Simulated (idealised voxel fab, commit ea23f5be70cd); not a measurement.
The process module that follows is named voxel capacitor over wiring.
For reference, the cross-section in this document is cut, with width 240 nm and square cells of 5 nm.
Just so we're on the same page, the cross-sections are grids of square cells, and they're listed out in bands top to bottom, each band one or more rows deep. Within each band entry, the heights of the top and of the bottom of the band appear first, in that order and in nm; the materials of the band then follow from left to right, each with its corresponding width in nm. The designation "throughout" on a single material indicates that it fills the band from edge to edge; the designation "blank" indicates empty space. Basically, 0 is our baseline, since under it the wafer straight out of the box is all one material. The bottom band has no lower end and keeps on going down, so it looks like "0 down". A width given as "30 to 40" starts at the first number in the band's top row and ends at the second number in its bottom row, shifting by an equal amount at every step from row to row. Key: "identical to before" - step with no changed cell in the cross-section. "Closed void catalog": empty spaces of 8 cells or more with no open way to the top, each given as width x height at distance, distance from the left edge, all in nm. Post-settings text on a step line: simulator's own remark regarding the step. "overlay nm" denotes, for a step that has a mask, the displacement of the mask to the right of its planned place, with negative values corresponding to the left.
Planned step list for the process
1: RECEIVE (material Si)
2: CONFORMAL_DEP (material SiO2; thk nm 15)
3: DIRECTIONAL_DEP (material TiN; thk nm 5)
4: DIRECTIONAL_DEP (material W; thk nm 15)
5: MASKED_ETCH (tone cover; mask id METAL_1; width nm 30; pitch nm 90; etch materials W; depth nm 15; overlay nm 0)
6: MASKED_ETCH (tone cover; mask id METAL_1; width nm 30; pitch nm 90; etch materials TiN; depth nm 5; overlay nm 0)
7: FILL_DEP (material SiO2; thk nm 10)
8: CMP (height nm 35)
9: CONFORMAL_DEP (material SiCN; thk nm 5)
10: DIRECTIONAL_DEP (material lowk; thk nm 20)
11: PATTERN (tone open; mask id PLUG_1; material resist; width nm 15; thk nm 20; overlay nm 0)
12: DIRECTIONAL_ETCH (etch materials lowk; depth nm 20)
13: DIRECTIONAL_ETCH (etch materials SiCN; depth nm 5)
14: STRIP (etch materials resist)
15: EPI (material Ru; thk nm 10)
16: EPI (material Ru; thk nm 10)
17: EPI (material Ru; thk nm 5)
18: DIRECTIONAL_DEP (material TiN; thk nm 5)
19: DIRECTIONAL_DEP (material SiN; thk nm 5)
20: DIRECTIONAL_DEP (material TiN; thk nm 10)
21: PATTERN (tone cover; mask id UPPER_PLATE; material resist; width nm 65; thk nm 15; overlay nm 0)
22: DIRECTIONAL_ETCH (etch materials TiN; depth nm 10)
23: DIRECTIONAL_ETCH (etch materials SiN; depth nm 5)
24: STRIP (etch materials resist)
25: MASKED_ETCH (tone cover; mask id LOWER_PLATE; width nm 75; etch materials TiN; depth nm 5; overlay nm 0)
26: FILL_DEP (material SiO2; thk nm 15)
27: CMP (height nm 90)
28: DIRECTIONAL_DEP (material aC; thk nm 10)
29: PATTERN (tone open; mask id PLUG_2; material resist; width nm 15; thk nm 25; overlay nm 0)
30: DIRECTIONAL_ETCH (etch materials aC; depth nm 10)
31: STRIP (etch materials resist)
32: DIRECTIONAL_ETCH (etch materials SiO2; depth nm 10)
33: STRIP (etch materials aC)
34: CONFORMAL_DEP (material TiN; thk nm 5)
35: FILL_DEP (material Ru; thk nm 5)
36: CMP (height nm 90)
37: CONFORMAL_DEP (material SiN; thk nm 5)
The first of the two wafers, which ran as planned
The cross-section here shows the wafer as received, i.e. in its state after step 1
> 0 down | Si throughout
> Closed void catalog: none
Cross-section through the wafer, step 2 finished
> 15 to 0 | SiO2 throughout
> Heights below 0 show no change.
Cross-section through the wafer, step 3 finished
> 20 to 15 | TiN throughout
> Heights below 15 show no change.
Cross-section through the wafer, step 4 finished
> 35 to 20 | W throughout
> Heights below 20 show no change.
Cross-section through the wafer, step 5 finished
> 35 to 20 | blank: 60 | W: 30 | blank: 60 | W: 30 | blank: 60
> Heights below 20 show no change.
Cross-section through the wafer, step 6 finished
> 35 to 20 | blank: 60 | W: 30 | blank: 60 | W: 30 | blank: 60
> 20 to 15 | blank: 60 | TiN: 30 | blank: 60 | TiN: 30 | blank: 60
> Heights below 15 show no change.
Cross-section through the wafer, step 7 finished
> 45 to 35 | SiO2 throughout
> 35 to 20 | SiO2: 60 | W: 30 | SiO2: 60 | W: 30 | SiO2: 60
> 20 to 15 | SiO2: 60 | TiN: 30 | SiO2: 60 | TiN: 30 | SiO2: 60
> Heights below 15 show no change.
Cross-section through the wafer, step 8 finished
> 35 to 20 | SiO2: 60 | W: 30 | SiO2: 60 | W: 30 | SiO2: 60
> Heights below 20 show no change.
Cross-section through the wafer, step 9 finished
> 40 to 35 | SiCN throughout
> Heights below 35 show no change.
Cross-section through the wafer, step 10 finished
> 60 to 40 | lowk throughout
> Heights below 40 show no change.
Cross-section through the wafer, step 11 finished
> 80 to 60 | resist: 75 | blank: 15 | resist: 150
> Heights below 60 show no change.
Cross-section through the wafer, step 12 finished
> 80 to 60 | resist: 75 | blank: 15 | resist: 150
> 60 to 40 | lowk: 75 | blank: 15 | lowk: 150
> Heights below 40 show no change.
Cross-section through the wafer, step 13 finished
> 80 to 60 | resist: 75 | blank: 15 | resist: 150
> 60 to 40 | lowk: 75 | blank: 15 | lowk: 150
> 40 to 35 | SiCN: 75 | blank: 15 | SiCN: 150
> Heights below 35 show no change.
Cross-section through the wafer, step 14 finished
> 60 to 40 | lowk: 75 | blank: 15 | lowk: 150
> Heights below 40 show no change.
Cross-section through the wafer, step 15 finished
> 60 to 45 | lowk: 75 | blank: 15 | lowk: 150
> 45 to 40 | lowk: 75 | Ru: 15 | lowk: 150
> 40 to 35 | SiCN: 75 | Ru: 15 | SiCN: 150
> Heights below 35 show no change.
Cross-section through the wafer, step 16 finished
> 60 to 55 | lowk: 75 | blank: 15 | lowk: 150
> 55 to 40 | lowk: 75 | Ru: 15 | lowk: 150
> Heights below 40 show no change.
Cross-section through the wafer, step 17 finished
> 60 to 40 | lowk: 75 | Ru: 15 | lowk: 150
> Heights below 40 show no change.
Cross-section through the wafer, step 18 finished
> 65 to 60 | TiN throughout
> Heights below 60 show no change.
Cross-section through the wafer, step 19 finished
> 70 to 65 | SiN throughout
> Heights below 65 show no change.
Cross-section through the wafer, step 20 finished
> 80 to 70 | TiN throughout
> Heights below 70 show no change.
Cross-section through the wafer, step 21 finished
> 95 to 80 | blank: 75 | resist: 65 | blank: 100
> Heights below 80 show no change.
Cross-section through the wafer, step 22 finished
> 95 to 80 | blank: 75 | resist: 65 | blank: 100
> 80 to 70 | blank: 75 | TiN: 65 | blank: 100
> Heights below 70 show no change.
Cross-section through the wafer, step 23 finished
> 95 to 80 | blank: 75 | resist: 65 | blank: 100
> 80 to 70 | blank: 75 | TiN: 65 | blank: 100
> 70 to 65 | blank: 75 | SiN: 65 | blank: 100
> Heights below 65 show no change.
Cross-section through the wafer, step 24 finished
> 80 to 70 | blank: 75 | TiN: 65 | blank: 100
> Heights below 70 show no change.
Cross-section through the wafer, step 25 finished
> 80 to 70 | blank: 75 | TiN: 65 | blank: 100
> 70 to 65 | blank: 75 | SiN: 65 | blank: 100
> 65 to 60 | blank: 70 | TiN: 75 | blank: 95
> Heights below 60 show no change.
Cross-section through the wafer, step 26 finished
> 95 to 80 | SiO2 throughout
> 80 to 70 | SiO2: 75 | TiN: 65 | SiO2: 100
> 70 to 65 | SiO2: 75 | SiN: 65 | SiO2: 100
> 65 to 60 | SiO2: 70 | TiN: 75 | SiO2: 95
> Heights below 60 show no change.
Cross-section through the wafer, step 27 finished
> 90 to 80 | SiO2 throughout
> Heights below 80 show no change.
Cross-section through the wafer, step 28 finished
> 100 to 90 | aC throughout
> Heights below 90 show no change.
Cross-section through the wafer, step 29 finished
> 125 to 100 | resist: 85 | blank: 15 | resist: 140
> Heights below 100 show no change.
Cross-section through the wafer, step 30 finished
> 115 to 100 | resist: 85 | blank: 15 | resist: 140
> 100 to 90 | aC: 85 | blank: 15 | aC: 140
> Heights below 90 show no change.
Cross-section through the wafer, step 31 finished
> 100 to 90 | aC: 85 | blank: 15 | aC: 140
> Heights below 90 show no change.
Cross-section through the wafer, step 32 finished
> 100 to 90 | aC: 85 | blank: 15 | aC: 140
> 90 to 80 | SiO2: 85 | blank: 15 | SiO2: 140
> Heights below 80 show no change.
Cross-section through the wafer, step 33 finished
> 90 to 80 | SiO2: 85 | blank: 15 | SiO2: 140
> Heights below 80 show no change.
Cross-section through the wafer, step 34 finished
> 95 to 90 | TiN: 90 | blank: 5 | TiN: 145
> 90 to 85 | SiO2: 85 | TiN: 5 | blank: 5 | TiN: 5 | SiO2: 140
> 85 to 80 | SiO2: 85 | TiN: 15 | SiO2: 140
> Heights below 80 show no change.
Cross-section through the wafer, step 35 finished
> 100 to 95 | Ru throughout
> 95 to 90 | TiN: 90 | Ru: 5 | TiN: 145
> 90 to 85 | SiO2: 85 | TiN: 5 | Ru: 5 | TiN: 5 | SiO2: 140
> Heights below 85 show no change.
Cross-section through the wafer, step 36 finished
> 90 to 85 | SiO2: 85 | TiN: 5 | Ru: 5 | TiN: 5 | SiO2: 140
> Heights below 85 show no change.
Cross-section through the wafer, step 37 finished
> 95 to 90 | SiN throughout
> Heights below 90 show no change.
Second wafer - shared start and plan with the first - one error in running - same as the first up to step 14 inclusive
Cross-sectional representation of the second wafer at the time designated in the plan for the completion of step 16
> 60 to 45 | lowk: 75 | blank: 15 | lowk: 150
> 45 to 40 | lowk: 75 | Ru: 15 | lowk: 150
> 40 to 35 | SiCN: 75 | Ru: 15 | SiCN: 150
> Heights below 35 show no change.
Cross-sectional representation of the second wafer at the time designated in the plan for the completion of step 17
> 60 to 50 | lowk: 75 | blank: 15 | lowk: 150
> 50 to 40 | lowk: 75 | Ru: 15 | lowk: 150
> Heights below 40 show no change.
Cross-sectional representation of the second wafer at the time designated in the plan for the completion of step 18
> 65 to 60 | TiN: 75 | blank: 15 | TiN: 150
> 60 to 55 | lowk: 75 | blank: 15 | lowk: 150
> 55 to 50 | lowk: 75 | TiN: 15 | lowk: 150
> Heights below 50 show no change.
Cross-sectional representation of the second wafer at the time designated in the plan for the completion of step 19
> 70 to 65 | SiN: 75 | blank: 15 | SiN: 150
> 65 to 60 | TiN: 75 | blank: 15 | TiN: 150
> 60 to 55 | lowk: 75 | SiN: 15 | lowk: 150
> Heights below 55 show no change.
Cross-sectional representation of the second wafer at the time designated in the plan for the completion of step 20
> 80 to 70 | TiN: 75 | blank: 15 | TiN: 150
> 70 to 65 | SiN: 75 | TiN: 15 | SiN: 150
> 65 to 60 | TiN throughout
> Heights below 60 show no change.
Cross-sectional representation of the second wafer at the time designated in the plan for the completion of step 21
> 95 to 80 | blank: 75 | resist: 65 | blank: 100
> 80 to 70 | TiN: 75 | resist: 15 | TiN: 150
> Heights below 70 show no change.
Cross-sectional representation of the second wafer at the time designated in the plan for the completion of step 22
> 95 to 80 | blank: 75 | resist: 65 | blank: 100
> 80 to 70 | blank: 75 | resist: 15 | TiN: 50 | blank: 100
> Heights below 70 show no change.
Cross-sectional representation of the second wafer at the time designated in the plan for the completion of step 23
> 95 to 80 | blank: 75 | resist: 65 | blank: 100
> 80 to 70 | blank: 75 | resist: 15 | TiN: 50 | blank: 100
> 70 to 65 | blank: 75 | TiN: 15 | SiN: 50 | blank: 100
> Heights below 65 show no change.
Cross-sectional representation of the second wafer at the time designated in the plan for the completion of step 24
> 80 to 70 | blank: 90 | TiN: 50 | blank: 100
> Heights below 70 show no change.
Cross-sectional representation of the second wafer at the time designated in the plan for the completion of step 25
> 80 to 70 | blank: 90 | TiN: 50 | blank: 100
> 70 to 65 | blank: 75 | TiN: 15 | SiN: 50 | blank: 100
> 65 to 60 | blank: 70 | TiN: 75 | blank: 95
> Heights below 60 show no change.
Cross-sectional representation of the second wafer at the time designated in the plan for the completion of step 26
> 95 to 80 | SiO2 throughout
> 80 to 70 | SiO2: 90 | TiN: 50 | SiO2: 100
> 70 to 65 | SiO2: 75 | TiN: 15 | SiN: 50 | SiO2: 100
> 65 to 60 | SiO2: 70 | TiN: 75 | SiO2: 95
> Heights below 60 show no change.
Cross-sectional representation of the second wafer at the time designated in the plan for the completion of step 27
> 90 to 80 | SiO2 throughout
> Heights below 80 show no change.
Cross-sectional representation of the second wafer at the time designated in the plan for the completion of step 28
> 100 to 90 | aC throughout
> Heights below 90 show no change.
Cross-sectional representation of the second wafer at the time designated in the plan for the completion of step 29
> 125 to 100 | resist: 85 | blank: 15 | resist: 140
> Heights below 100 show no change.
Cross-sectional representation of the second wafer at the time designated in the plan for the completion of step 30
> 115 to 100 | resist: 85 | blank: 15 | resist: 140
> 100 to 90 | aC: 85 | blank: 15 | aC: 140
> Heights below 90 show no change.
Cross-sectional representation of the second wafer at the time designated in the plan for the completion of step 31
> 100 to 90 | aC: 85 | blank: 15 | aC: 140
> Heights below 90 show no change.
Cross-sectional representation of the second wafer at the time designated in the plan for the completion of step 32
> 100 to 90 | aC: 85 | blank: 15 | aC: 140
> 90 to 80 | SiO2: 85 | blank: 15 | SiO2: 140
> Heights below 80 show no change.
Cross-sectional representation of the second wafer at the time designated in the plan for the completion of step 33
> 90 to 80 | SiO2: 85 | blank: 15 | SiO2: 140
> Heights below 80 show no change.
Cross-sectional representation of the second wafer at the time designated in the plan for the completion of step 34
> 95 to 90 | TiN: 90 | blank: 5 | TiN: 145
> 90 to 85 | SiO2: 85 | TiN: 5 | blank: 5 | TiN: 5 | SiO2: 140
> 85 to 80 | SiO2: 85 | TiN: 15 | SiO2: 140
> Heights below 80 show no change.
Cross-sectional representation of the second wafer at the time designated in the plan for the completion of step 35
> 100 to 95 | Ru throughout
> 95 to 90 | TiN: 90 | Ru: 5 | TiN: 145
> 90 to 85 | SiO2: 85 | TiN: 5 | Ru: 5 | TiN: 5 | SiO2: 140
> Heights below 85 show no change.
Cross-sectional representation of the second wafer at the time designated in the plan for the completion of step 36
> 90 to 85 | SiO2: 85 | TiN: 5 | Ru: 5 | TiN: 5 | SiO2: 140
> Heights below 85 show no change.
Cross-sectional representation of the second wafer at the time designated in the plan for the completion of step 37
> 95 to 90 | SiN throughout
> Heights below 90 show no change.
Here's what went sideways: it is not possible to tell which of the identical steps 15 and 16 was omitted, only that one of them was
Final cells, second wafer relative to first, materials higher or lower: -6 Ru; +6 SiO2
